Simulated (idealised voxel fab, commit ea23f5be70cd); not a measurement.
The following is a process module called voxel wiring stack.
Cross-sectional view cut (width: 215 nm; square cell size: 5 nm).
Format of a cross-section: grid, square cells. Given as bands. Order: top down. Band: one or more rows of cells.
Per band: top height and bottom height in nm, followed by the left-to-right materials and their widths in nm; "everywhere" marks a single material spanning edge to edge, "air" marks empty space.
The reference from which all heights are counted is 0, the level beneath which the as-received wafer is entirely one material; the lowest band, having no lower bound, proceeds downward and is written after the example "0..down".
Think of "30 to 40" as a width that walks from the first number to the second as you go down the band, top row to bottom row, taking equal-sized steps from row to row.
"all unchanged" for a step: no cell of the cross-section changed in that step.
This entry, "Enclosed internal voids", enumerates those empty regions of no fewer than 8 cells that possess no open connection to the top. Each region is reported in the form width x height at distance, the distance being taken from the left edge, with all three quantities expressed in nm.
after a step's settings: what the simulator itself notes on the step
Steps that use a mask can have "overlay nm" on their line. It says how far the mask sat to the right of where it was meant to be. Negative means to the left.

## Process steps - plan
- 1: RECEIVE | material Si
- 2: CONFORMAL_DEP | material SiO2 | thk nm 15
- 3: DIRECTIONAL_DEP | material TiN | thk nm 5
- 4: DIRECTIONAL_DEP | material W | thk nm 25
- 5: MASKED_ETCH | tone cover | mask id METAL_1 | width nm 25 | pitch nm 50 | etch materials W | depth nm 25 | overlay nm 0
- 6: MASKED_ETCH | tone cover | mask id METAL_1 | width nm 25 | pitch nm 50 | etch materials TiN | depth nm 5 | overlay nm 0
- 7: CONFORMAL_DEP | material SiCN | thk nm 5
- 8: FILL_DEP | material lowk | thk nm 10
- 9: CMP | height nm 45
- 10: CONFORMAL_DEP | material SiCN | thk nm 5
- 11: DIRECTIONAL_DEP | material lowk | thk nm 10
- 12: DIRECTIONAL_DEP | material aC | thk nm 15
- 13: PATTERN | tone open | mask id PLUG_1 | material resist | width nm 15 | pitch nm 50 | thk nm 35 | overlay nm 0
- 14: DIRECTIONAL_ETCH | etch materials aC | depth nm 15
- 15: STRIP | etch materials resist
- 16: DIRECTIONAL_ETCH | etch materials lowk | depth nm 10
- 17: DIRECTIONAL_ETCH | etch materials SiCN | depth nm 5
- 18: STRIP | etch materials aC
- 19: CONFORMAL_DEP | material TiN | thk nm 5
- 20: FILL_DEP | material W | thk nm 5
- 21: CMP | height nm 60
- 22: DIRECTIONAL_DEP | material TiN | thk nm 5
- 23: DIRECTIONAL_DEP | material W | thk nm 15
- 24: MASKED_ETCH | tone cover | mask id METAL_2 | width nm 25 | pitch nm 50 | etch materials W | depth nm 15 | overlay nm 0
- 25: MASKED_ETCH | tone cover | mask id METAL_2 | width nm 25 | pitch nm 50 | etch materials TiN | depth nm 5 | overlay nm 0
- 26: CONFORMAL_DEP | material SiN | thk nm 5
- 27: FILL_DEP | material SiO2 | thk nm 5
- 28: CMP | height nm 80
- 29: CONFORMAL_DEP | material SiCN | thk nm 5
- 30: DIRECTIONAL_DEP | material SiO2 | thk nm 25
- 31: DIRECTIONAL_DEP | material aC | thk nm 15
- 32: PATTERN | tone open | mask id METAL_3 | material resist | width nm 25 | pitch nm 50 | thk nm 30 | overlay nm 0
- 33: DIRECTIONAL_ETCH | etch materials aC | depth nm 15
- 34: STRIP | etch materials resist
- 35: DIRECTIONAL_ETCH | etch materials SiO2 | depth nm 15
- 36: STRIP | etch materials aC
- 37: PATTERN | tone open | mask id METAL_3_HOLES | material resist | width nm 15 | thk nm 20 | overlay nm 0
- 38: DIRECTIONAL_ETCH | etch materials SiO2 | depth nm 10
- 39: DIRECTIONAL_ETCH | etch materials SiCN | depth nm 5
- 40: STRIP | etch materials resist
- 41: CONFORMAL_DEP | material TiN | thk nm 5
- 42: FILL_DEP | material Ru | thk nm 10
- 43: CMP | height nm 110
- 44: CONFORMAL_DEP | material SiN | thk nm 5

## As received (post step 1): cross-section
* 0..down = Si everywhere
* Enclosed internal voids: none

## This is how the wafer looks in cross-section once the module is done, given the starting state and plan above and one mistake in carrying the plan out
* 115..110 = SiN everywhere
* 110..105 = Ru everywhere
* 105..100 = TiN=75, then Ru=15, then TiN=35, then Ru=15, then TiN=75
* 100..95 = SiO2=70, then TiN=25, then SiO2=25, then TiN=5, then Ru=15, then TiN=5, then SiO2=70
* 95..85 = SiO2=85, then TiN=10, then SiO2=25, then TiN=5, then Ru=15, then TiN=5, then SiO2=70
* 85..80 = SiCN=85, then TiN=10, then SiCN=25, then TiN=25, then SiCN=70
* 80..65 = SiO2=65, then SiN=5, then W=25, then SiN=5, then SiO2=15, then SiN=5, then W=25, then SiN=5, then SiO2=65
* 65..60 = SiN=70, then TiN=25, then SiN=25, then TiN=25, then SiN=70
* 60..50 = lowk=70, then TiN=5, then W=5, then TiN=5, then lowk=35, then TiN=5, then W=5, then TiN=5, then lowk=80
* 50..45 = SiCN=70, then TiN=15, then SiCN=35, then TiN=15, then SiCN=80
* 45..20 = lowk=65, then SiCN=5, then W=25, then SiCN=5, then lowk=15, then SiCN=5, then W=25, then SiCN=5, then lowk=65
* 20..15 = SiCN=70, then TiN=25, then SiCN=25, then TiN=25, then SiCN=70
* 15..0 = SiO2 everywhere
* 0..down = Si everywhere
* Enclosed internal voids: none
The plan and the run diverged here: step 37 was not run as planned; what actually ran was PATTERN | tone cover | mask id METAL_3_HOLES | material resist | width nm 15 | thk nm 20 | overlay nm 0
